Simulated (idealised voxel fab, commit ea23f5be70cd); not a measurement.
Process module in this document: voxel capacitor over wiring
We display cut, a cross-section 150 nm in width whose square cells are each 5 nm.
When this document writes out a cross-section, it uses a grid of square cells and lists it as bands, beginning at the top and moving down, with a band standing for one or more rows of cells. What a band's entry tells you: where the top is and where the bottom is, as heights in nm, and after that what lies inside, material by material from left to right, each with its width in nm. Empty space is written as the word "air", and a single material marked with the word "full width" occupies the band from edge to edge. Ref level 0: as-received wafer is one material below here. Bottom band extends down with no lower bound ("0 and below"). Per-row width for "30..40": begins at first number (top row of band), ends at second number (bottom row), increment between rows held constant. "everything unchanged" (step): cross-section cells unchanged, all of them. The list in "Closed voids list" covers empty spaces of 8 cells or more that cannot reach the top through any open way, and it gives each as width x height at distance; the distance is from the left edge, and width, height and distance are in nm. after a step's settings: what the simulator itself notes on the step. If you see "overlay nm" on a step's line and that step has a mask, it's telling you how far right of where it was planned the mask ended up; a negative number means it went left instead.

The process steps that were planned are listed below
1. op RECEIVE | material Si
2. op CONFORMAL_DEP | material SiO2 | thk nm 15
3. op CONFORMAL_DEP | material SiN | thk nm 5
4. op DIRECTIONAL_DEP | material lowk | thk nm 25
5. op PATTERN | tone open | mask id METAL_1 | material resist | width nm 25 | pitch nm 95 | thk nm 20 | overlay nm 0
6. op DIRECTIONAL_ETCH | etch materials lowk | depth nm 25
7. op DIRECTIONAL_ETCH | etch materials SiN | depth nm 5
8. op STRIP | etch materials resist
9. op CONFORMAL_DEP | material TiN | thk nm 5
10. op FILL_DEP | material Cu | thk nm 10
11. op CMP | height nm 45
12. op CONFORMAL_DEP | material SiCN | thk nm 5
13. op DIRECTIONAL_DEP | material lowk | thk nm 20
14. op DIRECTIONAL_DEP | material aC | thk nm 15
15. op PATTERN | tone open | mask id PLUG_1 | material resist | width nm 15 | thk nm 35 | overlay nm 0
16. op DIRECTIONAL_ETCH | etch materials aC | depth nm 15
17. op STRIP | etch materials resist
18. op DIRECTIONAL_ETCH | etch materials lowk | depth nm 20
19. op DIRECTIONAL_ETCH | etch materials SiCN | depth nm 5
20. op STRIP | etch materials aC
21. op CONFORMAL_DEP | material TiN | thk nm 5
22. op FILL_DEP | material Ru | thk nm 10
23. op CMP | height nm 70
24. op DIRECTIONAL_DEP | material TiN | thk nm 5
25. op DIRECTIONAL_DEP | material Al2O3 | thk nm 5
26. op DIRECTIONAL_DEP | material TiN | thk nm 10
27. op DIRECTIONAL_DEP | material aC | thk nm 10
28. op PATTERN | tone cover | mask id UPPER_PLATE | material resist | width nm 75 | thk nm 30 | overlay nm 0
29. op DIRECTIONAL_ETCH | etch materials aC | depth nm 10
30. op STRIP | etch materials resist
31. op DIRECTIONAL_ETCH | etch materials TiN | depth nm 10
32. op DIRECTIONAL_ETCH | etch materials Al2O3 | depth nm 5
33. op STRIP | etch materials aC
34. op MASKED_ETCH | tone cover | mask id LOWER_PLATE | width nm 85 | etch materials TiN | depth nm 5 | overlay nm 0
35. op FILL_DEP | material SiO2 | thk nm 20
36. op CMP | height nm 105
37. op DIRECTIONAL_DEP | material aC | thk nm 15
38. op PATTERN | tone open | mask id PLUG_2 | material resist | width nm 15 | thk nm 30 | overlay nm 0
39. op DIRECTIONAL_ETCH | etch materials aC | depth nm 15
40. op STRIP | etch materials resist
41. op DIRECTIONAL_ETCH | etch materials SiO2 | depth nm 15
42. op STRIP | etch materials aC
43. op CONFORMAL_DEP | material TiN | thk nm 5
44. op FILL_DEP | material Cu | thk nm 10
45. op CMP | height nm 105
46. op CONFORMAL_DEP | material SiN | thk nm 5

First wafer, as planned

Wafer at receipt (post step 1), cross-section
- 0 and below | Si full width
- Closed voids list: none

Wafer xsec, post step 2
- 15 down to 0 | SiO2 full width
- Everything under 0 stays put, no change at all.

Wafer xsec, post step 3
- 20 down to 15 | SiN full width
- Everything under 15 stays put, no change at all.

Wafer xsec, post step 4
- 45 down to 20 | lowk full width
- Everything under 20 stays put, no change at all.

Wafer xsec, post step 5
- 65 down to 45 | 15 resist; 25 air; 70 resist; 25 air; 15 resist
- Everything under 45 stays put, no change at all.

Wafer xsec, post step 6
- 65 down to 45 | 15 resist; 25 air; 70 resist; 25 air; 15 resist
- 45 down to 20 | 15 lowk; 25 air; 70 lowk; 25 air; 15 lowk
- Everything under 20 stays put, no change at all.

Wafer xsec, post step 7
- 65 down to 45 | 15 resist; 25 air; 70 resist; 25 air; 15 resist
- 45 down to 20 | 15 lowk; 25 air; 70 lowk; 25 air; 15 lowk
- 20 down to 15 | 15 SiN; 25 air; 70 SiN; 25 air; 15 SiN
- Everything under 15 stays put, no change at all.

Wafer xsec, post step 8
- 45 down to 20 | 15 lowk; 25 air; 70 lowk; 25 air; 15 lowk
- Everything under 20 stays put, no change at all.

Wafer xsec, post step 9
- 50 down to 45 | 20 TiN; 15 air; 80 TiN; 15 air; 20 TiN
- 45 down to 20 | 15 lowk; 5 TiN; 15 air; 5 TiN; 70 lowk; 5 TiN; 15 air; 5 TiN; 15 lowk
- 20 down to 15 | 15 SiN; 25 TiN; 70 SiN; 25 TiN; 15 SiN
- Everything under 15 stays put, no change at all.

Wafer xsec, post step 10
- 60 down to 50 | Cu full width
- 50 down to 45 | 20 TiN; 15 Cu; 80 TiN; 15 Cu; 20 TiN
- 45 down to 20 | 15 lowk; 5 TiN; 15 Cu; 5 TiN; 70 lowk; 5 TiN; 15 Cu; 5 TiN; 15 lowk
- Everything under 20 stays put, no change at all.

Wafer xsec, post step 11
- 45 down to 20 | 15 lowk; 5 TiN; 15 Cu; 5 TiN; 70 lowk; 5 TiN; 15 Cu; 5 TiN; 15 lowk
- Everything under 20 stays put, no change at all.

Wafer xsec, post step 12
- 50 down to 45 | SiCN full width
- Everything under 45 stays put, no change at all.

Wafer xsec, post step 13
- 70 down to 50 | lowk full width
- Everything under 50 stays put, no change at all.

Wafer xsec, post step 14
- 85 down to 70 | aC full width
- Everything under 70 stays put, no change at all.

Wafer xsec, post step 15
- 120 down to 85 | 25 resist; 15 air; 110 resist
- Everything under 85 stays put, no change at all.

Wafer xsec, post step 16
- 105 down to 85 | 25 resist; 15 air; 110 resist
- 85 down to 70 | 25 aC; 15 air; 110 aC
- Everything under 70 stays put, no change at all.

Wafer xsec, post step 17
- 85 down to 70 | 25 aC; 15 air; 110 aC
- Everything under 70 stays put, no change at all.

Wafer xsec, post step 18
- 85 down to 70 | 25 aC; 15 air; 110 aC
- 70 down to 50 | 25 lowk; 15 air; 110 lowk
- Everything under 50 stays put, no change at all.

Wafer xsec, post step 19
- 85 down to 70 | 25 aC; 15 air; 110 aC
- 70 down to 50 | 25 lowk; 15 air; 110 lowk
- 50 down to 45 | 25 SiCN; 15 air; 110 SiCN
- Everything under 45 stays put, no change at all.

Wafer xsec, post step 20
- 70 down to 50 | 25 lowk; 15 air; 110 lowk
- Everything under 50 stays put, no change at all.

Wafer xsec, post step 21
- 75 down to 70 | 30 TiN; 5 air; 115 TiN
- 70 down to 50 | 25 lowk; 5 TiN; 5 air; 5 TiN; 110 lowk
- 50 down to 45 | 25 SiCN; 15 TiN; 110 SiCN
- Everything under 45 stays put, no change at all.

Wafer xsec, post step 22
- 85 down to 75 | Ru full width
- 75 down to 70 | 30 TiN; 5 Ru; 115 TiN
- 70 down to 50 | 25 lowk; 5 TiN; 5 Ru; 5 TiN; 110 lowk
- Everything under 50 stays put, no change at all.

Wafer xsec, post step 23
- 70 down to 50 | 25 lowk; 5 TiN; 5 Ru; 5 TiN; 110 lowk
- Everything under 50 stays put, no change at all.

Wafer xsec, post step 24
- 75 down to 70 | TiN full width
- Everything under 70 stays put, no change at all.

Wafer xsec, post step 25
- 80 down to 75 | Al2O3 full width
- Everything under 75 stays put, no change at all.

Wafer xsec, post step 26
- 90 down to 80 | TiN full width
- Everything under 80 stays put, no change at all.

Wafer xsec, post step 27
- 100 down to 90 | aC full width
- Everything under 90 stays put, no change at all.

Wafer xsec, post step 28
- 130 down to 100 | 25 air; 75 resist; 50 air
- Everything under 100 stays put, no change at all.

Wafer xsec, post step 29
- 120 down to 100 | 25 air; 75 resist; 50 air
- 100 down to 90 | 25 air; 75 aC; 50 air
- Everything under 90 stays put, no change at all.

Wafer xsec, post step 30
- 100 down to 90 | 25 air; 75 aC; 50 air
- Everything under 90 stays put, no change at all.

Wafer xsec, post step 31
- 100 down to 90 | 25 air; 75 aC; 50 air
- 90 down to 80 | 25 air; 75 TiN; 50 air
- Everything under 80 stays put, no change at all.

Wafer xsec, post step 32
- 100 down to 90 | 25 air; 75 aC; 50 air
- 90 down to 80 | 25 air; 75 TiN; 50 air
- 80 down to 75 | 25 air; 75 Al2O3; 50 air
- Everything under 75 stays put, no change at all.

Wafer xsec, post step 33
- 90 down to 80 | 25 air; 75 TiN; 50 air
- Everything under 80 stays put, no change at all.

Wafer xsec, post step 34
- 90 down to 80 | 25 air; 75 TiN; 50 air
- 80 down to 75 | 25 air; 75 Al2O3; 50 air
- 75 down to 70 | 20 air; 85 TiN; 45 air
- Everything under 70 stays put, no change at all.

Wafer xsec, post step 35
- 110 down to 90 | SiO2 full width
- 90 down to 80 | 25 SiO2; 75 TiN; 50 SiO2
- 80 down to 75 | 25 SiO2; 75 Al2O3; 50 SiO2
- 75 down to 70 | 20 SiO2; 85 TiN; 45 SiO2
- Everything under 70 stays put, no change at all.

Wafer xsec, post step 36
- 105 down to 90 | SiO2 full width
- Everything under 90 stays put, no change at all.

Wafer xsec, post step 37
- 120 down to 105 | aC full width
- Everything under 105 stays put, no change at all.

Wafer xsec, post step 38
- 150 down to 120 | 35 resist; 15 air; 100 resist
- Everything under 120 stays put, no change at all.

Wafer xsec, post step 39
- 135 down to 120 | 35 resist; 15 air; 100 resist
- 120 down to 105 | 35 aC; 15 air; 100 aC
- Everything under 105 stays put, no change at all.

Wafer xsec, post step 40
- 120 down to 105 | 35 aC; 15 air; 100 aC
- Everything under 105 stays put, no change at all.

Wafer xsec, post step 41
- 120 down to 105 | 35 aC; 15 air; 100 aC
- 105 down to 90 | 35 SiO2; 15 air; 100 SiO2
- Everything under 90 stays put, no change at all.

Wafer xsec, post step 42
- 105 down to 90 | 35 SiO2; 15 air; 100 SiO2
- Everything under 90 stays put, no change at all.

Wafer xsec, post step 43
- 110 down to 105 | 40 TiN; 5 air; 105 TiN
- 105 down to 95 | 35 SiO2; 5 TiN; 5 air; 5 TiN; 100 SiO2
- 95 down to 90 | 35 SiO2; 15 TiN; 100 SiO2
- Everything under 90 stays put, no change at all.

Wafer xsec, post step 44
- 120 down to 110 | Cu full width
- 110 down to 105 | 40 TiN; 5 Cu; 105 TiN
- 105 down to 95 | 35 SiO2; 5 TiN; 5 Cu; 5 TiN; 100 SiO2
- Everything under 95 stays put, no change at all.

Wafer xsec, post step 45
- 105 down to 95 | 35 SiO2; 5 TiN; 5 Cu; 5 TiN; 100 SiO2
- Everything under 95 stays put, no change at all.

Wafer xsec, post step 46
- 110 down to 105 | SiN full width
- Everything under 105 stays put, no change at all.

Companion wafer, the second of two: same beginning, same intended sequence, one mistake in carrying it out; through step 3 inclusive it tracks the first exactly

Second wafer, section view, time point: scheduled end of step 4
- 45 down to 20 | SiCN full width
- Everything under 20 stays put, no change at all.

Second wafer, section view, time point: scheduled end of step 5
- 65 down to 45 | 15 resist; 25 air; 70 resist; 25 air; 15 resist
- Everything under 45 stays put, no change at all.

Second wafer, section view, time point: scheduled end of step 6: everything unchanged

Second wafer, section view, time point: scheduled end of step 7: everything unchanged

Second wafer, section view, time point: scheduled end of step 8
- 45 down to 20 | SiCN full width
- Everything under 20 stays put, no change at all.

Second wafer, section view, time point: scheduled end of step 9
- 50 down to 45 | TiN full width
- Everything under 45 stays put, no change at all.

Second wafer, section view, time point: scheduled end of step 10
- 60 down to 50 | Cu full width
- Everything under 50 stays put, no change at all.

Second wafer, section view, time point: scheduled end of step 11
- 45 down to 20 | SiCN full width
- Everything under 20 stays put, no change at all.

Second wafer, section view, time point: scheduled end of step 12
- 50 down to 20 | SiCN full width
- Everything under 20 stays put, no change at all.

Second wafer, section view, time point: scheduled end of step 13
- 70 down to 50 | lowk full width
- Everything under 50 stays put, no change at all.

Second wafer, section view, time point: scheduled end of step 14
- 85 down to 70 | aC full width
- Everything under 70 stays put, no change at all.

Second wafer, section view, time point: scheduled end of step 15
- 120 down to 85 | 25 resist; 15 air; 110 resist
- Everything under 85 stays put, no change at all.

Second wafer, section view, time point: scheduled end of step 16
- 105 down to 85 | 25 resist; 15 air; 110 resist
- 85 down to 70 | 25 aC; 15 air; 110 aC
- Everything under 70 stays put, no change at all.

Second wafer, section view, time point: scheduled end of step 17
- 85 down to 70 | 25 aC; 15 air; 110 aC
- Everything under 70 stays put, no change at all.

Second wafer, section view, time point: scheduled end of step 18
- 85 down to 70 | 25 aC; 15 air; 110 aC
- 70 down to 50 | 25 lowk; 15 air; 110 lowk
- Everything under 50 stays put, no change at all.

Second wafer, section view, time point: scheduled end of step 19
- 85 down to 70 | 25 aC; 15 air; 110 aC
- 70 down to 50 | 25 lowk; 15 air; 110 lowk
- 50 down to 45 | 25 SiCN; 15 air; 110 SiCN
- Everything under 45 stays put, no change at all.

Second wafer, section view, time point: scheduled end of step 20
- 70 down to 50 | 25 lowk; 15 air; 110 lowk
- Everything under 50 stays put, no change at all.

Second wafer, section view, time point: scheduled end of step 21
- 75 down to 70 | 30 TiN; 5 air; 115 TiN
- 70 down to 50 | 25 lowk; 5 TiN; 5 air; 5 TiN; 110 lowk
- 50 down to 45 | 25 SiCN; 15 TiN; 110 SiCN
- Everything under 45 stays put, no change at all.

Second wafer, section view, time point: scheduled end of step 22
- 85 down to 75 | Ru full width
- 75 down to 70 | 30 TiN; 5 Ru; 115 TiN
- 70 down to 50 | 25 lowk; 5 TiN; 5 Ru; 5 TiN; 110 lowk
- Everything under 50 stays put, no change at all.

Second wafer, section view, time point: scheduled end of step 23
- 70 down to 50 | 25 lowk; 5 TiN; 5 Ru; 5 TiN; 110 lowk
- Everything under 50 stays put, no change at all.

Second wafer, section view, time point: scheduled end of step 24
- 75 down to 70 | TiN full width
- Everything under 70 stays put, no change at all.

Second wafer, section view, time point: scheduled end of step 25
- 80 down to 75 | Al2O3 full width
- Everything under 75 stays put, no change at all.

Second wafer, section view, time point: scheduled end of step 26
- 90 down to 80 | TiN full width
- Everything under 80 stays put, no change at all.

Second wafer, section view, time point: scheduled end of step 27
- 100 down to 90 | aC full width
- Everything under 90 stays put, no change at all.

Second wafer, section view, time point: scheduled end of step 28
- 130 down to 100 | 25 air; 75 resist; 50 air
- Everything under 100 stays put, no change at all.

Second wafer, section view, time point: scheduled end of step 29
- 120 down to 100 | 25 air; 75 resist; 50 air
- 100 down to 90 | 25 air; 75 aC; 50 air
- Everything under 90 stays put, no change at all.

Second wafer, section view, time point: scheduled end of step 30
- 100 down to 90 | 25 air; 75 aC; 50 air
- Everything under 90 stays put, no change at all.

Second wafer, section view, time point: scheduled end of step 31
- 100 down to 90 | 25 air; 75 aC; 50 air
- 90 down to 80 | 25 air; 75 TiN; 50 air
- Everything under 80 stays put, no change at all.

Second wafer, section view, time point: scheduled end of step 32
- 100 down to 90 | 25 air; 75 aC; 50 air
- 90 down to 80 | 25 air; 75 TiN; 50 air
- 80 down to 75 | 25 air; 75 Al2O3; 50 air
- Everything under 75 stays put, no change at all.

Second wafer, section view, time point: scheduled end of step 33
- 90 down to 80 | 25 air; 75 TiN; 50 air
- Everything under 80 stays put, no change at all.

Second wafer, section view, time point: scheduled end of step 34
- 90 down to 80 | 25 air; 75 TiN; 50 air
- 80 down to 75 | 25 air; 75 Al2O3; 50 air
- 75 down to 70 | 20 air; 85 TiN; 45 air
- Everything under 70 stays put, no change at all.

Second wafer, section view, time point: scheduled end of step 35
- 110 down to 90 | SiO2 full width
- 90 down to 80 | 25 SiO2; 75 TiN; 50 SiO2
- 80 down to 75 | 25 SiO2; 75 Al2O3; 50 SiO2
- 75 down to 70 | 20 SiO2; 85 TiN; 45 SiO2
- Everything under 70 stays put, no change at all.

Second wafer, section view, time point: scheduled end of step 36
- 105 down to 90 | SiO2 full width
- Everything under 90 stays put, no change at all.

Second wafer, section view, time point: scheduled end of step 37
- 120 down to 105 | aC full width
- Everything under 105 stays put, no change at all.

Second wafer, section view, time point: scheduled end of step 38
- 150 down to 120 | 35 resist; 15 air; 100 resist
- Everything under 120 stays put, no change at all.

Second wafer, section view, time point: scheduled end of step 39
- 135 down to 120 | 35 resist; 15 air; 100 resist
- 120 down to 105 | 35 aC; 15 air; 100 aC
- Everything under 105 stays put, no change at all.

Second wafer, section view, time point: scheduled end of step 40
- 120 down to 105 | 35 aC; 15 air; 100 aC
- Everything under 105 stays put, no change at all.

Second wafer, section view, time point: scheduled end of step 41
- 120 down to 105 | 35 aC; 15 air; 100 aC
- 105 down to 90 | 35 SiO2; 15 air; 100 SiO2
- Everything under 90 stays put, no change at all.

Second wafer, section view, time point: scheduled end of step 42
- 105 down to 90 | 35 SiO2; 15 air; 100 SiO2
- Everything under 90 stays put, no change at all.

Second wafer, section view, time point: scheduled end of step 43
- 110 down to 105 | 40 TiN; 5 air; 105 TiN
- 105 down to 95 | 35 SiO2; 5 TiN; 5 air; 5 TiN; 100 SiO2
- 95 down to 90 | 35 SiO2; 15 TiN; 100 SiO2
- Everything under 90 stays put, no change at all.

Second wafer, section view, time point: scheduled end of step 44
- 120 down to 110 | Cu full width
- 110 down to 105 | 40 TiN; 5 Cu; 105 TiN
- 105 down to 95 | 35 SiO2; 5 TiN; 5 Cu; 5 TiN; 100 SiO2
- Everything under 95 stays put, no change at all.

Second wafer, section view, time point: scheduled end of step 45
- 105 down to 95 | 35 SiO2; 5 TiN; 5 Cu; 5 TiN; 100 SiO2
- Everything under 95 stays put, no change at all.

Second wafer, section view, time point: scheduled end of step 46
- 110 down to 105 | SiN full width
- Everything under 105 stays put, no change at all.
Nonconformance to the process plan: rather than as planned, step 4 actually ran as op DIRECTIONAL_DEP | material SiCN | thk nm 25
End of process, cell counts, second wafer against first, materials with more or fewer: -30 Cu, +150 SiCN, +10 SiN, -30 TiN, -100 lowk
